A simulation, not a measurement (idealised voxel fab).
Title: Process Module voxel air gaps
Each square cell in cross-section cut measures 5 nm, and the section as a whole is 185 nm wide.
This document writes a cross-section as a grid whose cells are square, and gives it as bands, listed from the top down; one or more rows of cells form a band.
Top, bottom (nm), then materials left to right with widths (nm); lone material tagged "throughout" fills the whole band edge to edge; "blank" = empty space.
Zero point of the height axis is 0; under it, received wafer = one material. Lowest band: continues down indefinitely, "top 0, no bottom".
Note: "30..40" means the width goes from the first number (top row of the band) to the second number (bottom row) in equal steps per row of cells.
Step note "stayed the same" = no cross-section cell changed.
Under "Unvented cavities" you'll find the enclosed gaps, the ones with no way out to the top, that are 8 cells or bigger; each reads width x height at distance, with distance counted from the left edge, everything in nm.
The remark found on a step's line after its settings is issued by the simulator itself and pertains to that step.
A step line may carry the setting "overlay nm", which, for steps involving a mask, states the distance by which the mask lay to the right of its intended position; negative values denote displacement to the left.

Here's what the planned process steps look like:
- 1: op RECEIVE | material Si
- 2: op CONFORMAL_DEP | material SiO2 | thk nm 10
- 3: op CONFORMAL_DEP | material SiCN | thk nm 5
- 4: op DIRECTIONAL_DEP | material SiO2 | thk nm 30
- 5: op PATTERN | tone open | mask id LINES | material resist | width nm 20 | pitch nm 50 | thk nm 20 | overlay nm 0
- 6: op DIRECTIONAL_ETCH | etch materials SiO2 | depth nm 30
- 7: op STRIP | etch materials resist
- 8: op CONFORMAL_DEP | material TiN | thk nm 5
- 9: op FILL_DEP | material Cu | thk nm 5
- 10: op CMP | height nm 45
- 11: op EPI | material Ru | thk nm 10
- 12: op SELECTIVE_ETCH | etch materials SiO2 | depth nm 40
- 13: op CONFORMAL_DEP | material SiCN | thk nm 5

First of the two wafers, run per plan:

As received, after step 1:
  top 0, no bottom  Si throughout
  Unvented cavities: none

After step 2, in cross-section:
  top 10, bottom 0  SiO2 throughout
  below 0: unchanged

After step 3, in cross-section:
  top 15, bottom 10  SiCN throughout
  below 10: unchanged

After step 4, in cross-section:
  top 45, bottom 15  SiO2 throughout
  below 15: unchanged

After step 5, in cross-section:
  top 65, bottom 45  30 resist, 20 blank, 30 resist, 20 blank, 30 resist, 20 blank, 35 resist
  below 45: unchanged

After step 6, in cross-section:
  top 65, bottom 45  30 resist, 20 blank, 30 resist, 20 blank, 30 resist, 20 blank, 35 resist
  top 45, bottom 15  30 SiO2, 20 blank, 30 SiO2, 20 blank, 30 SiO2, 20 blank, 35 SiO2
  below 15: unchanged

After step 7, in cross-section:
  top 45, bottom 15  30 SiO2, 20 blank, 30 SiO2, 20 blank, 30 SiO2, 20 blank, 35 SiO2
  below 15: unchanged

After step 8, in cross-section:
  top 50, bottom 45  35 TiN, 10 blank, 40 TiN, 10 blank, 40 TiN, 10 blank, 40 TiN
  top 45, bottom 20  30 SiO2, 5 TiN, 10 blank, 5 TiN, 30 SiO2, 5 TiN, 10 blank, 5 TiN, 30 SiO2, 5 TiN, 10 blank, 5 TiN, 35 SiO2
  top 20, bottom 15  30 SiO2, 20 TiN, 30 SiO2, 20 TiN, 30 SiO2, 20 TiN, 35 SiO2
  below 15: unchanged

After step 9, in cross-section:
  top 55, bottom 50  Cu throughout
  top 50, bottom 45  35 TiN, 10 Cu, 40 TiN, 10 Cu, 40 TiN, 10 Cu, 40 TiN
  top 45, bottom 20  30 SiO2, 5 TiN, 10 Cu, 5 TiN, 30 SiO2, 5 TiN, 10 Cu, 5 TiN, 30 SiO2, 5 TiN, 10 Cu, 5 TiN, 35 SiO2
  below 20: unchanged

After step 10, in cross-section:
  top 45, bottom 20  30 SiO2, 5 TiN, 10 Cu, 5 TiN, 30 SiO2, 5 TiN, 10 Cu, 5 TiN, 30 SiO2, 5 TiN, 10 Cu, 5 TiN, 35 SiO2
  below 20: unchanged

After step 11, in cross-section:
  top 55, bottom 45  20 blank, 40 Ru, 10 blank, 40 Ru, 10 blank, 40 Ru, 25 blank
  below 45: unchanged

After step 12, in cross-section:
  top 55, bottom 45  20 blank, 40 Ru, 10 blank, 40 Ru, 10 blank, 40 Ru, 25 blank
  top 45, bottom 20  30 blank, 5 TiN, 10 Cu, 5 TiN, 30 blank, 5 TiN, 10 Cu, 5 TiN, 30 blank, 5 TiN, 10 Cu, 5 TiN, 35 blank
  top 20, bottom 15  30 blank, 20 TiN, 30 blank, 20 TiN, 30 blank, 20 TiN, 35 blank
  below 15: unchanged

After step 13, in cross-section:
  top 60, bottom 55  15 blank, 150 SiCN, 20 blank
  top 55, bottom 45  15 blank, 5 SiCN, 40 Ru, 10 SiCN, 40 Ru, 10 SiCN, 40 Ru, 5 SiCN, 20 blank
  top 45, bottom 40  15 blank, 15 SiCN, 5 TiN, 10 Cu, 5 TiN, 30 SiCN, 5 TiN, 10 Cu, 5 TiN, 30 SiCN, 5 TiN, 10 Cu, 5 TiN, 15 SiCN, 20 blank
  top 40, bottom 20  25 blank, 5 SiCN, 5 TiN, 10 Cu, 5 TiN, 5 SiCN, 20 blank, 5 SiCN, 5 TiN, 10 Cu, 5 TiN, 5 SiCN, 20 blank, 5 SiCN, 5 TiN, 10 Cu, 5 TiN, 5 SiCN, 30 blank
  top 20, bottom 15  30 SiCN, 20 TiN, 30 SiCN, 20 TiN, 30 SiCN, 20 TiN, 35 SiCN
  below 15: unchanged
  Unvented cavities: 20 x 20 at 55; 20 x 20 at 105

Regarding the second of the two wafers: it shared the first wafer's starting condition and process plan, yet one error occurred during its execution. Its history coincides with that of the first wafer up to and including step 2:

Second wafer at the planned finish of step 3, seen in cross-section:
  top 15, bottom 10  Ru throughout
  below 10: unchanged

Second wafer at the planned finish of step 4, seen in cross-section:
  top 45, bottom 15  SiO2 throughout
  below 15: unchanged

Second wafer at the planned finish of step 5, seen in cross-section:
  top 65, bottom 45  30 resist, 20 blank, 30 resist, 20 blank, 30 resist, 20 blank, 35 resist
  below 45: unchanged

Second wafer at the planned finish of step 6, seen in cross-section:
  top 65, bottom 45  30 resist, 20 blank, 30 resist, 20 blank, 30 resist, 20 blank, 35 resist
  top 45, bottom 15  30 SiO2, 20 blank, 30 SiO2, 20 blank, 30 SiO2, 20 blank, 35 SiO2
  below 15: unchanged

Second wafer at the planned finish of step 7, seen in cross-section:
  top 45, bottom 15  30 SiO2, 20 blank, 30 SiO2, 20 blank, 30 SiO2, 20 blank, 35 SiO2
  below 15: unchanged

Second wafer at the planned finish of step 8, seen in cross-section:
  top 50, bottom 45  35 TiN, 10 blank, 40 TiN, 10 blank, 40 TiN, 10 blank, 40 TiN
  top 45, bottom 20  30 SiO2, 5 TiN, 10 blank, 5 TiN, 30 SiO2, 5 TiN, 10 blank, 5 TiN, 30 SiO2, 5 TiN, 10 blank, 5 TiN, 35 SiO2
  top 20, bottom 15  30 SiO2, 20 TiN, 30 SiO2, 20 TiN, 30 SiO2, 20 TiN, 35 SiO2
  below 15: unchanged

Second wafer at the planned finish of step 9, seen in cross-section:
  top 55, bottom 50  Cu throughout
  top 50, bottom 45  35 TiN, 10 Cu, 40 TiN, 10 Cu, 40 TiN, 10 Cu, 40 TiN
  top 45, bottom 20  30 SiO2, 5 TiN, 10 Cu, 5 TiN, 30 SiO2, 5 TiN, 10 Cu, 5 TiN, 30 SiO2, 5 TiN, 10 Cu, 5 TiN, 35 SiO2
  below 20: unchanged

Second wafer at the planned finish of step 10, seen in cross-section:
  top 45, bottom 20  30 SiO2, 5 TiN, 10 Cu, 5 TiN, 30 SiO2, 5 TiN, 10 Cu, 5 TiN, 30 SiO2, 5 TiN, 10 Cu, 5 TiN, 35 SiO2
  below 20: unchanged

Second wafer at the planned finish of step 11, seen in cross-section:
  top 55, bottom 45  20 blank, 40 Ru, 10 blank, 40 Ru, 10 blank, 40 Ru, 25 blank
  below 45: unchanged

Second wafer at the planned finish of step 12, seen in cross-section:
  top 55, bottom 45  20 blank, 40 Ru, 10 blank, 40 Ru, 10 blank, 40 Ru, 25 blank
  top 45, bottom 20  30 blank, 5 TiN, 10 Cu, 5 TiN, 30 blank, 5 TiN, 10 Cu, 5 TiN, 30 blank, 5 TiN, 10 Cu, 5 TiN, 35 blank
  top 20, bottom 15  30 blank, 20 TiN, 30 blank, 20 TiN, 30 blank, 20 TiN, 35 blank
  below 15: unchanged

Second wafer at the planned finish of step 13, seen in cross-section:
  top 60, bottom 55  15 blank, 150 SiCN, 20 blank
  top 55, bottom 45  15 blank, 5 SiCN, 40 Ru, 10 SiCN, 40 Ru, 10 SiCN, 40 Ru, 5 SiCN, 20 blank
  top 45, bottom 40  15 blank, 15 SiCN, 5 TiN, 10 Cu, 5 TiN, 30 SiCN, 5 TiN, 10 Cu, 5 TiN, 30 SiCN, 5 TiN, 10 Cu, 5 TiN, 15 SiCN, 20 blank
  top 40, bottom 20  25 blank, 5 SiCN, 5 TiN, 10 Cu, 5 TiN, 5 SiCN, 20 blank, 5 SiCN, 5 TiN, 10 Cu, 5 TiN, 5 SiCN, 20 blank, 5 SiCN, 5 TiN, 10 Cu, 5 TiN, 5 SiCN, 30 blank
  top 20, bottom 15  30 SiCN, 20 TiN, 30 SiCN, 20 TiN, 30 SiCN, 20 TiN, 35 SiCN
  below 15: unchanged
  Unvented cavities: 20 x 20 at 55; 20 x 20 at 105
The mistake made against the process plan was this: for step 3, the planned setting was not used; the step was instead run as op CONFORMAL_DEP | material Ru | thk nm 5
End check, counted in cells, second wafer has more or fewer of these materials than the first: Ru: 37 more; SiCN: 37 fewer
